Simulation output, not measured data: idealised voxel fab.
Name of the process module below: voxel self aligned contacts
Cross-section cut: width 185 nm, square cells of 5 nm.
Cross-section format: a grid of square cells, given as bands from top to bottom; each band is one or more rows of cells. In this notation a band is specified by the heights of its top and bottom, in that order and in nm, after which its materials appear from left to right, each paired with its width in nm. The word "throughout" attached to a single material means that material fills the band from edge to edge; the word "blank" stands for empty space. Beneath 0, the wafer as received is one material, and that level is where height counting begins. The lowest band goes on downward without a bottom; it is written like "0..down". Width: "30->40" (first number = top row, second number = bottom row, same change from row to row of cells). Where a step carries "no change", the cross-section came out of it unchanged, cell for cell. The entry titled "Sealed internal voids" provides the empty spaces that have no open way to the top, restricted to those of 8 cells or more. Each is presented as width x height at distance, the distance being measured from the left edge, with all three in nm. It should be noted that, on the line of a given step, the content following the step's settings is a remark produced by the simulator itself with respect to that step. The "overlay nm" setting may appear on a step's line; for a step that uses a mask, it gives how far to the right of its planned position the mask lay, and a negative value indicates the left. Below you will find pairs of cross-sections. In each, one shows the wafer before one process step and the other after it, with the after view ending at the lowest band that changed. Under each pair is the step separating them, along with its settings. Do not assume the pairs form a chain: they can come from different runs of this module on the same starting wafer, and a pair continues from the pair above it only when its "Structure before processing" entry says so.
Structure before processing:
0..down: Si throughout
Sealed internal voids: none
Resulting Cross-Section:
5..0: SiO2 throughout
Rest of section, below 0: as before.
Sealed internal voids: none
The process step separating the two cross-sections depicted above is as follows: CONFORMAL_DEP (material SiO2; thk nm 5)
Structure before processing: look at the pair above, its after cross-section is where this step starts.
Resulting Cross-Section:
30..5: polySi throughout
Rest of section, below 5: as before.
Sealed internal voids: none
The process step separating the two cross-sections depicted above is as follows: DIRECTIONAL_DEP (material polySi; thk nm 25)
Structure before processing: look at the pair above, its after cross-section is where this step starts.
Resulting Cross-Section:
50..30: SiN throughout
Rest of section, below 30: as before.
Sealed internal voids: none
The process step separating the two cross-sections depicted above is as follows: DIRECTIONAL_DEP (material SiN; thk nm 20)
Structure before processing: look at the pair above, its after cross-section is where this step starts.
Resulting Cross-Section:
50..30: blank (50), then SiN (25), then blank (30), then SiN (25), then blank (55)
Rest of section, below 30: as before.
Sealed internal voids: none
The process step separating the two cross-sections depicted above is as follows: MASKED_ETCH (tone cover; mask id GATE; width nm 25; pitch nm 55; etch materials SiN; depth nm 20; overlay nm 0)
Structure before processing: look at the pair above, its after cross-section is where this step starts.
Resulting Cross-Section:
50..30: blank (50), then SiN (25), then blank (30), then SiN (25), then blank (55)
30..5: blank (50), then polySi (25), then blank (30), then polySi (25), then blank (55)
Rest of section, below 5: as before.
Sealed internal voids: none
The process step separating the two cross-sections depicted above is as follows: MASKED_ETCH (tone cover; mask id GATE; width nm 25; pitch nm 55; etch materials polySi; depth nm 25; overlay nm 0)
Structure before processing: look at the pair above, its after cross-section is where this step starts.
Resulting Cross-Section:
55..30: blank (45), then SiN (35), then blank (20), then SiN (35), then blank (50)
30..10: blank (45), then SiN (5), then polySi (25), then SiN (5), then blank (20), then SiN (5), then polySi (25), then SiN (5), then blank (50)
10..5: SiN (50), then polySi (25), then SiN (30), then polySi (25), then SiN (55)
Rest of section, below 5: as before.
Sealed internal voids: none
The process step separating the two cross-sections depicted above is as follows: CONFORMAL_DEP (material SiN; thk nm 5)
Structure before processing: look at the pair above, its after cross-section is where this step starts.
Resulting Cross-Section:
50..30: blank (45), then SiN (35), then blank (20), then SiN (35), then blank (50)
30..5: blank (45), then SiN (5), then polySi (25), then SiN (5), then blank (20), then SiN (5), then polySi (25), then SiN (5), then blank (50)
Rest of section, below 5: as before.
Sealed internal voids: none
The process step separating the two cross-sections depicted above is as follows: DIRECTIONAL_ETCH (etch materials SiN; depth nm 5)
Structure before processing: look at the pair above, its after cross-section is where this step starts.
Resulting Cross-Section:
65..50: SiO2 throughout
50..30: SiO2 (45), then SiN (35), then SiO2 (20), then SiN (35), then SiO2 (50)
30..5: SiO2 (45), then SiN (5), then polySi (25), then SiN (5), then SiO2 (20), then SiN (5), then polySi (25), then SiN (5), then SiO2 (50)
Rest of section, below 5: as before.
Sealed internal voids: none
The process step separating the two cross-sections depicted above is as follows: FILL_DEP (material SiO2; thk nm 15)
Structure before processing: look at the pair above, its after cross-section is where this step starts.
Resulting Cross-Section:
60..50: SiO2 throughout
Rest of section, below 50: as before.
Sealed internal voids: none
The process step separating the two cross-sections depicted above is as follows: CMP (height nm 60)
Structure before processing: look at the pair above, its after cross-section is where this step starts.
Resulting Cross-Section:
75..60: aC throughout
Rest of section, below 60: as before.
Sealed internal voids: none
The process step separating the two cross-sections depicted above is as follows: DIRECTIONAL_DEP (material aC; thk nm 15)
Structure before processing: look at the pair above, its after cross-section is where this step starts.
Resulting Cross-Section:
110..75: resist (70), then blank (40), then resist (75)
Rest of section, below 75: as before.
Sealed internal voids: none
The process step separating the two cross-sections depicted above is as follows: PATTERN (tone open; mask id CONTACT; material resist; width nm 40; thk nm 35; overlay nm 0)
Structure before processing: look at the pair above, its after cross-section is where this step starts.
Resulting Cross-Section:
95..75: resist (70), then blank (40), then resist (75)
75..60: aC (70), then blank (40), then aC (75)
Rest of section, below 60: as before.
Sealed internal voids: none
The process step separating the two cross-sections depicted above is as follows: DIRECTIONAL_ETCH (etch materials aC; depth nm 15)
Structure before processing: look at the pair above, its after cross-section is where this step starts.
Resulting Cross-Section:
75..60: aC (70), then blank (40), then aC (75)
Rest of section, below 60: as before.
Sealed internal voids: none
The process step separating the two cross-sections depicted above is as follows: STRIP (etch materials resist)
Structure before processing: look at the pair above, its after cross-section is where this step starts.
Resulting Cross-Section:
75..60: aC (70), then blank (40), then aC (75)
60..50: SiO2 (70), then blank (40), then SiO2 (75)
50..30: SiO2 (45), then SiN (35), then blank (20), then SiN (35), then SiO2 (50)
30..5: SiO2 (45), then SiN (5), then polySi (25), then SiN (5), then blank (20), then SiN (5), then polySi (25), then SiN (5), then SiO2 (50)
5..0: SiO2 (80), then blank (20), then SiO2 (85)
Rest of section, below 0: as before.
Sealed internal voids: none
The process step separating the two cross-sections depicted above is as follows: DIRECTIONAL_ETCH (etch materials SiO2; depth nm 60)
Structure before processing: look at the pair above, its after cross-section is where this step starts.
Resulting Cross-Section:
60..50: SiO2 (70), then blank (40), then SiO2 (75)
Rest of section, below 50: as before.
Sealed internal voids: none
The process step separating the two cross-sections depicted above is as follows: STRIP (etch materials aC)
Structure before processing: look at the pair above, its after cross-section is where this step starts.
Resulting Cross-Section:
65..60: TiN (75), then blank (30), then TiN (80)
60..50: SiO2 (70), then TiN (5->15), then blank (30->10), then TiN (5->15), then SiO2 (75)
50..30: SiO2 (45), then SiN (35), then TiN (5), then blank (10), then TiN (5), then SiN (35), then SiO2 (50)
30..5: SiO2 (45), then SiN (5), then polySi (25), then SiN (5), then TiN (5), then blank (10), then TiN (5), then SiN (5), then polySi (25), then SiN (5), then SiO2 (50)
5..0: SiO2 (80), then TiN (20), then SiO2 (85)
Rest of section, below 0: as before.
Sealed internal voids: none
The process step separating the two cross-sections depicted above is as follows: CONFORMAL_DEP (material TiN; thk nm 5)
Structure before processing: look at the pair above, its after cross-section is where this step starts.
Resulting Cross-Section:
75..65: Ru throughout
65..60: TiN (75), then Ru (30), then TiN (80)
60..50: SiO2 (70), then TiN (5->15), then Ru (30->10), then TiN (5->15), then SiO2 (75)
50..30: SiO2 (45), then SiN (35), then TiN (5), then Ru (10), then TiN (5), then SiN (35), then SiO2 (50)
30..5: SiO2 (45), then SiN (5), then polySi (25), then SiN (5), then TiN (5), then Ru (10), then TiN (5), then SiN (5), then polySi (25), then SiN (5), then SiO2 (50)
Rest of section, below 5: as before.
Sealed internal voids: none
The process step separating the two cross-sections depicted above is as follows: FILL_DEP (material Ru; thk nm 10)
Structure before processing: look at the pair above, its after cross-section is where this step starts.
Resulting Cross-Section:
60..50: SiO2 (70), then TiN (5->15), then Ru (30->10), then TiN (5->15), then SiO2 (75)
Rest of section, below 50: as before.
Sealed internal voids: none
The process step separating the two cross-sections depicted above is as follows: CMP (height nm 60)
Structure before processing: look at the pair above, its after cross-section is where this step starts.
Resulting Cross-Section:
65..60: SiCN throughout
Rest of section, below 60: as before.
Sealed internal voids: none
The process step separating the two cross-sections depicted above is as follows: CONFORMAL_DEP (material SiCN; thk nm 5)
Structure before processing:
75..65: Ru throughout
65..60: TiN (75), then Ru (30), then TiN (80)
60..50: SiO2 (70), then TiN (5->15), then Ru (30->10), then TiN (5->15), then SiO2 (75)
50..30: SiO2 (45), then SiN (35), then TiN (5), then Ru (10), then TiN (5), then SiN (35), then SiO2 (50)
30..5: SiO2 (45), then SiN (5), then polySi (25), then SiN (5), then TiN (5), then Ru (10), then TiN (5), then SiN (5), then polySi (25), then SiN (5), then SiO2 (50)
5..0: SiO2 (80), then TiN (20), then SiO2 (85)
0..down: Si throughout
Sealed internal voids: none
Resulting Cross-Section:
80..75: SiCN throughout
Rest of section, below 75: as before.
Sealed internal voids: none
The process step separating the two cross-sections depicted above is as follows: CONFORMAL_DEP (material SiCN; thk nm 5)
Structure before processing:
50..30: SiN throughout
30..5: polySi throughout
5..0: SiO2 throughout
0..down: Si throughout
Sealed internal voids: none
Resulting Cross-Section:
70..30: SiN throughout
Rest of section, below 30: as before.
Sealed internal voids: none
The process step separating the two cross-sections depicted above is as follows: DIRECTIONAL_DEP (material SiN; thk nm 20)
Structure before processing: look at the pair above, its after cross-section is where this step starts.
Resulting Cross-Section:
70..50: blank (50), then SiN (25), then blank (30), then SiN (25), then blank (55)
Rest of section, below 50: as before.
Sealed internal voids: none
The process step separating the two cross-sections depicted above is as follows: MASKED_ETCH (tone cover; mask id GATE; width nm 25; pitch nm 55; etch materials SiN; depth nm 20; overlay nm 0)
Structure before processing: look at the pair above, its after cross-section is where this step starts.
Resulting Cross-Section:
75..55: blank (45), then SiN (35), then blank (20), then SiN (35), then blank (50)
55..30: SiN throughout
Rest of section, below 30: as before.
Sealed internal voids: none
The process step separating the two cross-sections depicted above is as follows: CONFORMAL_DEP (material SiN; thk nm 5)
Structure before processing: look at the pair above, its after cross-section is where this step starts.
Resulting Cross-Section:
70..50: blank (45), then SiN (35), then blank (20), then SiN (35), then blank (50)
Rest of section, below 50: as before.
Sealed internal voids: none
The process step separating the two cross-sections depicted above is as follows: DIRECTIONAL_ETCH (etch materials SiN; depth nm 5)
Structure before processing: look at the pair above, its after cross-section is where this step starts.
Resulting Cross-Section:
85..70: SiO2 throughout
70..50: SiO2 (45), then SiN (35), then SiO2 (20), then SiN (35), then SiO2 (50)
Rest of section, below 50: as before.
Sealed internal voids: none
The process step separating the two cross-sections depicted above is as follows: FILL_DEP (material SiO2; thk nm 15)
Structure before processing: look at the pair above, its after cross-section is where this step starts.
Resulting Cross-Section:
60..50: SiO2 (45), then SiN (35), then SiO2 (20), then SiN (35), then SiO2 (50)
Rest of section, below 50: as before.
Sealed internal voids: none
The process step separating the two cross-sections depicted above is as follows: CMP (height nm 60)
Structure before processing: look at the pair above, its after cross-section is where this step starts.
Resulting Cross-Section:
75..60: aC throughout
Rest of section, below 60: as before.
Sealed internal voids: none
The process step separating the two cross-sections depicted above is as follows: DIRECTIONAL_DEP (material aC; thk nm 15)
Structure before processing: look at the pair above, its after cross-section is where this step starts.
Resulting Cross-Section:
110..75: resist (70), then blank (40), then resist (75)
Rest of section, below 75: as before.
Sealed internal voids: none
The process step separating the two cross-sections depicted above is as follows: PATTERN (tone open; mask id CONTACT; material resist; width nm 40; thk nm 35; overlay nm 0)
Structure before processing: look at the pair above, its after cross-section is where this step starts.
Resulting Cross-Section:
95..75: resist (70), then blank (40), then resist (75)
75..60: aC (70), then blank (40), then aC (75)
Rest of section, below 60: as before.
Sealed internal voids: none
The process step separating the two cross-sections depicted above is as follows: DIRECTIONAL_ETCH (etch materials aC; depth nm 15)
Structure before processing: look at the pair above, its after cross-section is where this step starts.
Resulting Cross-Section:
75..60: aC (70), then blank (40), then aC (75)
Rest of section, below 60: as before.
Sealed internal voids: none
The process step separating the two cross-sections depicted above is as follows: STRIP (etch materials resist)
Structure before processing: look at the pair above, its after cross-section is where this step starts.
Resulting Cross-Section:
75..60: aC (70), then blank (40), then aC (75)
60..50: SiO2 (45), then SiN (35), then blank (20), then SiN (35), then SiO2 (50)
Rest of section, below 50: as before.
Sealed internal voids: none
The process step separating the two cross-sections depicted above is as follows: DIRECTIONAL_ETCH (etch materials SiO2; depth nm 60)
Structure before processing: look at the pair above, its after cross-section is where this step starts.
Resulting Cross-Section:
60..50: SiO2 (45), then SiN (35), then blank (20), then SiN (35), then SiO2 (50)
Rest of section, below 50: as before.
Sealed internal voids: none
The process step separating the two cross-sections depicted above is as follows: STRIP (etch materials aC)
Structure before processing: look at the pair above, its after cross-section is where this step starts.
Resulting Cross-Section:
65..60: TiN (85), then blank (10), then TiN (90)
60..55: SiO2 (45), then SiN (35), then TiN (5), then blank (10), then TiN (5), then SiN (35), then SiO2 (50)
55..50: SiO2 (45), then SiN (35), then TiN (20), then SiN (35), then SiO2 (50)
Rest of section, below 50: as before.
Sealed internal voids: none
The process step separating the two cross-sections depicted above is as follows: CONFORMAL_DEP (material TiN; thk nm 5)
Structure before processing: look at the pair above, its after cross-section is where this step starts.
Resulting Cross-Section:
75..65: Ru throughout
65..60: TiN (85), then Ru (10), then TiN (90)
60..55: SiO2 (45), then SiN (35), then TiN (5), then Ru (10), then TiN (5), then SiN (35), then SiO2 (50)
Rest of section, below 55: as before.
Sealed internal voids: none
The process step separating the two cross-sections depicted above is as follows: FILL_DEP (material Ru; thk nm 10)
Structure before processing: look at the pair above, its after cross-section is where this step starts.
Resulting Cross-Section:
60..55: SiO2 (45), then SiN (35), then TiN (5), then Ru (10), then TiN (5), then SiN (35), then SiO2 (50)
Rest of section, below 55: as before.
Sealed internal voids: none
The process step separating the two cross-sections depicted above is as follows: CMP (height nm 60)
Structure before processing: look at the pair above, its after cross-section is where this step starts.
Resulting Cross-Section:
65..60: SiCN throughout
Rest of section, below 60: as before.
Sealed internal voids: none
The process step separating the two cross-sections depicted above is as follows: CONFORMAL_DEP (material SiCN; thk nm 5)
Structure before processing:
5..0: SiO2 throughout
0..down: Si throughout
Sealed internal voids: none
Resulting Cross-Section:
25..5: SiN throughout
Rest of section, below 5: as before.
Sealed internal voids: none
The process step separating the two cross-sections depicted above is as follows: DIRECTIONAL_DEP (material SiN; thk nm 20)
Structure before processing: look at the pair above, its after cross-section is where this step starts.
Resulting Cross-Section:
50..25: polySi throughout
Rest of section, below 25: as before.
Sealed internal voids: none
The process step separating the two cross-sections depicted above is as follows: DIRECTIONAL_DEP (material polySi; thk nm 25)
Structure before processing: look at the pair above, its after cross-section is where this step starts.
Resulting Cross-Section:
50..25: blank (50), then polySi (25), then blank (30), then polySi (25), then blank (55)
Rest of section, below 25: as before.
Sealed internal voids: none
The process step separating the two cross-sections depicted above is as follows: MASKED_ETCH (tone cover; mask id GATE; width nm 25; pitch nm 55; etch materials polySi; depth nm 25; overlay nm 0)
Structure before processing: look at the pair above, its after cross-section is where this step starts.
Resulting Cross-Section:
55..50: blank (45), then SiN (35), then blank (20), then SiN (35), then blank (50)
50..30: blank (45), then SiN (5), then polySi (25), then SiN (5), then blank (20), then SiN (5), then polySi (25), then SiN (5), then blank (50)
30..25: SiN (50), then polySi (25), then SiN (30), then polySi (25), then SiN (55)
Rest of section, below 25: as before.
Sealed internal voids: none
The process step separating the two cross-sections depicted above is as follows: CONFORMAL_DEP (material SiN; thk nm 5)
Structure before processing: look at the pair above, its after cross-section is where this step starts.
Resulting Cross-Section:
50..25: blank (45), then SiN (5), then polySi (25), then SiN (5), then blank (20), then SiN (5), then polySi (25), then SiN (5), then blank (50)
Rest of section, below 25: as before.
Sealed internal voids: none
The process step separating the two cross-sections depicted above is as follows: DIRECTIONAL_ETCH (etch materials SiN; depth nm 5)
Structure before processing: look at the pair above, its after cross-section is where this step starts.
Resulting Cross-Section:
65..50: SiO2 throughout
50..25: SiO2 (45), then SiN (5), then polySi (25), then SiN (5), then SiO2 (20), then SiN (5), then polySi (25), then SiN (5), then SiO2 (50)
Rest of section, below 25: as before.
Sealed internal voids: none
The process step separating the two cross-sections depicted above is as follows: FILL_DEP (material SiO2; thk nm 15)
Structure before processing: look at the pair above, its after cross-section is where this step starts.
Resulting Cross-Section:
60..50: SiO2 throughout
Rest of section, below 50: as before.
Sealed internal voids: none
The process step separating the two cross-sections depicted above is as follows: CMP (height nm 60)
Structure before processing: look at the pair above, its after cross-section is where this step starts.
Resulting Cross-Section:
75..60: aC throughout
Rest of section, below 60: as before.
Sealed internal voids: none
The process step separating the two cross-sections depicted above is as follows: DIRECTIONAL_DEP (material aC; thk nm 15)
Structure before processing: look at the pair above, its after cross-section is where this step starts.
Resulting Cross-Section:
110..75: resist (70), then blank (40), then resist (75)
Rest of section, below 75: as before.
Sealed internal voids: none
The process step separating the two cross-sections depicted above is as follows: PATTERN (tone open; mask id CONTACT; material resist; width nm 40; thk nm 35; overlay nm 0)
Structure before processing: look at the pair above, its after cross-section is where this step starts.
Resulting Cross-Section:
95..75: resist (70), then blank (40), then resist (75)
75..60: aC (70), then blank (40), then aC (75)
Rest of section, below 60: as before.
Sealed internal voids: none
The process step separating the two cross-sections depicted above is as follows: DIRECTIONAL_ETCH (etch materials aC; depth nm 15)
Structure before processing: look at the pair above, its after cross-section is where this step starts.
Resulting Cross-Section:
75..60: aC (70), then blank (40), then aC (75)
Rest of section, below 60: as before.
Sealed internal voids: none
The process step separating the two cross-sections depicted above is as follows: STRIP (etch materials resist)
Structure before processing: look at the pair above, its after cross-section is where this step starts.
Resulting Cross-Section:
75..60: aC (70), then blank (40), then aC (75)
60..50: SiO2 (70), then blank (40), then SiO2 (75)
50..25: SiO2 (45), then SiN (5), then polySi (25), then SiN (5), then blank (20), then SiN (5), then polySi (25), then SiN (5), then SiO2 (50)
Rest of section, below 25: as before.
Sealed internal voids: none
The process step separating the two cross-sections depicted above is as follows: DIRECTIONAL_ETCH (etch materials SiO2; depth nm 60)
Structure before processing: look at the pair above, its after cross-section is where this step starts.
Resulting Cross-Section:
60..50: SiO2 (70), then blank (40), then SiO2 (75)
Rest of section, below 50: as before.
Sealed internal voids: none
The process step separating the two cross-sections depicted above is as follows: STRIP (etch materials aC)
Structure before processing: look at the pair above, its after cross-section is where this step starts.
Resulting Cross-Section:
65..60: TiN (75), then blank (30), then TiN (80)
60..50: SiO2 (70), then TiN (5->15), then blank (30->10), then TiN (5->15), then SiO2 (75)
50..30: SiO2 (45), then SiN (5), then polySi (25), then SiN (5), then TiN (5), then blank (10), then TiN (5), then SiN (5), then polySi (25), then SiN (5), then SiO2 (50)
30..25: SiO2 (45), then SiN (5), then polySi (25), then SiN (5), then TiN (20), then SiN (5), then polySi (25), then SiN (5), then SiO2 (50)
Rest of section, below 25: as before.
Sealed internal voids: none
The process step separating the two cross-sections depicted above is as follows: CONFORMAL_DEP (material TiN; thk nm 5)
Structure before processing: look at the pair above, its after cross-section is where this step starts.
Resulting Cross-Section:
75..65: Ru throughout
65..60: TiN (75), then Ru (30), then TiN (80)
60..50: SiO2 (70), then TiN (5->15), then Ru (30->10), then TiN (5->15), then SiO2 (75)
50..30: SiO2 (45), then SiN (5), then polySi (25), then SiN (5), then TiN (5), then Ru (10), then TiN (5), then SiN (5), then polySi (25), then SiN (5), then SiO2 (50)
Rest of section, below 30: as before.
Sealed internal voids: none
The process step separating the two cross-sections depicted above is as follows: FILL_DEP (material Ru; thk nm 10)
Structure before processing: look at the pair above, its after cross-section is where this step starts.
Resulting Cross-Section:
60..50: SiO2 (70), then TiN (5->15), then Ru (30->10), then TiN (5->15), then SiO2 (75)
Rest of section, below 50: as before.
Sealed internal voids: none
The process step separating the two cross-sections depicted above is as follows: CMP (height nm 60)
Structure before processing: look at the pair above, its after cross-section is where this step starts.
Resulting Cross-Section:
65..60: SiCN throughout
Rest of section, below 60: as before.
Sealed internal voids: none
The process step separating the two cross-sections depicted above is as follows: CONFORMAL_DEP (material SiCN; thk nm 5)
Structure before processing:
50..30: SiN throughout
30..5: polySi throughout
5..0: SiO2 throughout
0..down: Si throughout
Sealed internal voids: none
Resulting Cross-Section:
50..40: blank (50), then SiN (25), then blank (30), then SiN (25), then blank (55)
Rest of section, below 40: as before.
Sealed internal voids: none
The process step separating the two cross-sections depicted above is as follows: MASKED_ETCH (tone cover; mask id GATE; width nm 25; pitch nm 55; etch materials SiN; depth nm 10; overlay nm 0)
Structure before processing: look at the pair above, its after cross-section is where this step starts.
Resulting Cross-Section:
55..45: blank (45), then SiN (35), then blank (20), then SiN (35), then blank (50)
45..30: SiN throughout
Rest of section, below 30: as before.
Sealed internal voids: none
The process step separating the two cross-sections depicted above is as follows: CONFORMAL_DEP (material SiN; thk nm 5)
Structure before processing: look at the pair above, its after cross-section is where this step starts.
Resulting Cross-Section:
50..40: blank (45), then SiN (35), then blank (20), then SiN (35), then blank (50)
Rest of section, below 40: as before.
Sealed internal voids: none
The process step separating the two cross-sections depicted above is as follows: DIRECTIONAL_ETCH (etch materials SiN; depth nm 5)
Structure before processing: look at the pair above, its after cross-section is where this step starts.
Resulting Cross-Section:
65..50: SiO2 throughout
50..40: SiO2 (45), then SiN (35), then SiO2 (20), then SiN (35), then SiO2 (50)
Rest of section, below 40: as before.
Sealed internal voids: none
The process step separating the two cross-sections depicted above is as follows: FILL_DEP (material SiO2; thk nm 15)
Structure before processing: look at the pair above, its after cross-section is where this step starts.
Resulting Cross-Section:
60..50: SiO2 throughout
Rest of section, below 50: as before.
Sealed internal voids: none
The process step separating the two cross-sections depicted above is as follows: CMP (height nm 60)
Structure before processing: look at the pair above, its after cross-section is where this step starts.
Resulting Cross-Section:
75..60: aC throughout
Rest of section, below 60: as before.
Sealed internal voids: none
The process step separating the two cross-sections depicted above is as follows: DIRECTIONAL_DEP (material aC; thk nm 15)
Structure before processing: look at the pair above, its after cross-section is where this step starts.
Resulting Cross-Section:
110..75: resist (70), then blank (40), then resist (75)
Rest of section, below 75: as before.
Sealed internal voids: none
The process step separating the two cross-sections depicted above is as follows: PATTERN (tone open; mask id CONTACT; material resist; width nm 40; thk nm 35; overlay nm 0)
Structure before processing: look at the pair above, its after cross-section is where this step starts.
Resulting Cross-Section:
95..75: resist (70), then blank (40), then resist (75)
75..60: aC (70), then blank (40), then aC (75)
Rest of section, below 60: as before.
Sealed internal voids: none
The process step separating the two cross-sections depicted above is as follows: DIRECTIONAL_ETCH (etch materials aC; depth nm 15)
Structure before processing: look at the pair above, its after cross-section is where this step starts.
Resulting Cross-Section:
75..60: aC (70), then blank (40), then aC (75)
Rest of section, below 60: as before.
Sealed internal voids: none
The process step separating the two cross-sections depicted above is as follows: STRIP (etch materials resist)
Structure before processing: look at the pair above, its after cross-section is where this step starts.
Resulting Cross-Section:
75..60: aC (70), then blank (40), then aC (75)
60..50: SiO2 (70), then blank (40), then SiO2 (75)
50..40: SiO2 (45), then SiN (35), then blank (20), then SiN (35), then SiO2 (50)
Rest of section, below 40: as before.
Sealed internal voids: none
The process step separating the two cross-sections depicted above is as follows: DIRECTIONAL_ETCH (etch materials SiO2; depth nm 60)
Structure before processing: look at the pair above, its after cross-section is where this step starts.
Resulting Cross-Section:
60..50: SiO2 (70), then blank (40), then SiO2 (75)
Rest of section, below 50: as before.
Sealed internal voids: none
The process step separating the two cross-sections depicted above is as follows: STRIP (etch materials aC)
Structure before processing: look at the pair above, its after cross-section is where this step starts.
Resulting Cross-Section:
65..60: TiN (75), then blank (30), then TiN (80)
60..50: SiO2 (70), then TiN (5->15), then blank (30->10), then TiN (5->15), then SiO2 (75)
50..45: SiO2 (45), then SiN (35), then TiN (5), then blank (10), then TiN (5), then SiN (35), then SiO2 (50)
45..40: SiO2 (45), then SiN (35), then TiN (20), then SiN (35), then SiO2 (50)
Rest of section, below 40: as before.
Sealed internal voids: none
The process step separating the two cross-sections depicted above is as follows: CONFORMAL_DEP (material TiN; thk nm 5)
Structure before processing: look at the pair above, its after cross-section is where this step starts.
Resulting Cross-Section:
75..65: Ru throughout
65..60: TiN (75), then Ru (30), then TiN (80)
60..50: SiO2 (70), then TiN (5->15), then Ru (30->10), then TiN (5->15), then SiO2 (75)
50..45: SiO2 (45), then SiN (35), then TiN (5), then Ru (10), then TiN (5), then SiN (35), then SiO2 (50)
Rest of section, below 45: as before.
Sealed internal voids: none
The process step separating the two cross-sections depicted above is as follows: FILL_DEP (material Ru; thk nm 10)
Structure before processing: look at the pair above, its after cross-section is where this step starts.
Resulting Cross-Section:
60..50: SiO2 (70), then TiN (5->15), then Ru (30->10), then TiN (5->15), then SiO2 (75)
Rest of section, below 50: as before.
Sealed internal voids: none
The process step separating the two cross-sections depicted above is as follows: CMP (height nm 60)
Structure before processing: look at the pair above, its after cross-section is where this step starts.
Resulting Cross-Section:
65..60: SiCN throughout
Rest of section, below 60: as before.
Sealed internal voids: none
The process step separating the two cross-sections depicted above is as follows: CONFORMAL_DEP (material SiCN; thk nm 5)
Structure before processing:
50..30: SiN throughout
30..5: polySi throughout
5..0: SiO2 throughout
0..down: Si throughout
Sealed internal voids: none
Resulting Cross-Section:
50..30: blank (55), then SiN (20), then blank (35), then SiN (20), then blank (55)
Rest of section, below 30: as before.
Sealed internal voids: none
The process step separating the two cross-sections depicted above is as follows: MASKED_ETCH (tone cover; mask id GATE; width nm 20; pitch nm 55; etch materials SiN; depth nm 20; overlay nm 0)
Structure before processing: look at the pair above, its after cross-section is where this step starts.
Resulting Cross-Section:
50..30: blank (55), then SiN (20), then blank (35), then SiN (20), then blank (55)
30..5: blank (50), then polySi (25), then blank (30), then polySi (25), then blank (55)
Rest of section, below 5: as before.
Sealed internal voids: none
The process step separating the two cross-sections depicted above is as follows: MASKED_ETCH (tone cover; mask id GATE; width nm 25; pitch nm 55; etch materials polySi; depth nm 25; overlay nm 0)
Structure before processing: look at the pair above, its after cross-section is where this step starts.
Resulting Cross-Section:
55..35: blank (50), then SiN (30), then blank (25), then SiN (30), then blank (50)
35..30: blank (45), then SiN (35), then blank (20), then SiN (35), then blank (50)
30..10: blank (45), then SiN (5), then polySi (25), then SiN (5), then blank (20), then SiN (5), then polySi (25), then SiN (5), then blank (50)
10..5: SiN (50), then polySi (25), then SiN (30), then polySi (25), then SiN (55)
Rest of section, below 5: as before.
Sealed internal voids: none
The process step separating the two cross-sections depicted above is as follows: CONFORMAL_DEP (material SiN; thk nm 5)
Structure before processing: look at the pair above, its after cross-section is where this step starts.
Resulting Cross-Section:
50..30: blank (50), then SiN (30), then blank (25), then SiN (30), then blank (50)
30..5: blank (45), then SiN (5), then polySi (25), then SiN (5), then blank (20), then SiN (5), then polySi (25), then SiN (5), then blank (50)
Rest of section, below 5: as before.
Sealed internal voids: none
The process step separating the two cross-sections depicted above is as follows: DIRECTIONAL_ETCH (etch materials SiN; depth nm 5)
Structure before processing: look at the pair above, its after cross-section is where this step starts.
Resulting Cross-Section:
65..50: SiO2 throughout
50..30: SiO2 (50), then SiN (30), then SiO2 (25), then SiN (30), then SiO2 (50)
30..5: SiO2 (45), then SiN (5), then polySi (25), then SiN (5), then SiO2 (20), then SiN (5), then polySi (25), then SiN (5), then SiO2 (50)
Rest of section, below 5: as before.
Sealed internal voids: none
The process step separating the two cross-sections depicted above is as follows: FILL_DEP (material SiO2; thk nm 15)
Structure before processing: look at the pair above, its after cross-section is where this step starts.
Resulting Cross-Section:
60..50: SiO2 throughout
Rest of section, below 50: as before.
Sealed internal voids: none
The process step separating the two cross-sections depicted above is as follows: CMP (height nm 60)
Structure before processing: look at the pair above, its after cross-section is where this step starts.
Resulting Cross-Section:
75..60: aC throughout
Rest of section, below 60: as before.
Sealed internal voids: none
The process step separating the two cross-sections depicted above is as follows: DIRECTIONAL_DEP (material aC; thk nm 15)
Structure before processing: look at the pair above, its after cross-section is where this step starts.
Resulting Cross-Section:
110..75: resist (70), then blank (40), then resist (75)
Rest of section, below 75: as before.
Sealed internal voids: none
The process step separating the two cross-sections depicted above is as follows: PATTERN (tone open; mask id CONTACT; material resist; width nm 40; thk nm 35; overlay nm 0)
Structure before processing: look at the pair above, its after cross-section is where this step starts.
Resulting Cross-Section:
95..75: resist (70), then blank (40), then resist (75)
75..60: aC (70), then blank (40), then aC (75)
Rest of section, below 60: as before.
Sealed internal voids: none
The process step separating the two cross-sections depicted above is as follows: DIRECTIONAL_ETCH (etch materials aC; depth nm 15)
Structure before processing: look at the pair above, its after cross-section is where this step starts.
Resulting Cross-Section:
75..60: aC (70), then blank (40), then aC (75)
Rest of section, below 60: as before.
Sealed internal voids: none
The process step separating the two cross-sections depicted above is as follows: STRIP (etch materials resist)
Structure before processing: look at the pair above, its after cross-section is where this step starts.
Resulting Cross-Section:
75..60: aC (70), then blank (40), then aC (75)
60..50: SiO2 (70), then blank (40), then SiO2 (75)
50..30: SiO2 (50), then SiN (30), then blank (25), then SiN (30), then SiO2 (50)
30..5: SiO2 (45), then SiN (5), then polySi (25), then SiN (5), then blank (20), then SiN (5), then polySi (25), then SiN (5), then SiO2 (50)
5..0: SiO2 (80), then blank (20), then SiO2 (85)
Rest of section, below 0: as before.
Sealed internal voids: none
The process step separating the two cross-sections depicted above is as follows: DIRECTIONAL_ETCH (etch materials SiO2; depth nm 60)
Structure before processing: look at the pair above, its after cross-section is where this step starts.
Resulting Cross-Section:
60..50: SiO2 (70), then blank (40), then SiO2 (75)
Rest of section, below 50: as before.
Sealed internal voids: none
The process step separating the two cross-sections depicted above is as follows: STRIP (etch materials aC)
Structure before processing: look at the pair above, its after cross-section is where this step starts.
Resulting Cross-Section:
65..60: TiN (75), then blank (30), then TiN (80)
60..50: SiO2 (70), then TiN (5->15), then blank (30->15), then TiN (5->10), then SiO2 (75)
50..35: SiO2 (50), then SiN (30), then TiN (5), then blank (15), then TiN (5), then SiN (30), then SiO2 (50)
35..30: SiO2 (50), then SiN (30), then TiN (5), then blank (10), then TiN (10), then SiN (30), then SiO2 (50)
30..5: SiO2 (45), then SiN (5), then polySi (25), then SiN (5), then TiN (5), then blank (10), then TiN (5), then SiN (5), then polySi (25), then SiN (5), then SiO2 (50)
5..0: SiO2 (80), then TiN (20), then SiO2 (85)
Rest of section, below 0: as before.
Sealed internal voids: none
The process step separating the two cross-sections depicted above is as follows: CONFORMAL_DEP (material TiN; thk nm 5)
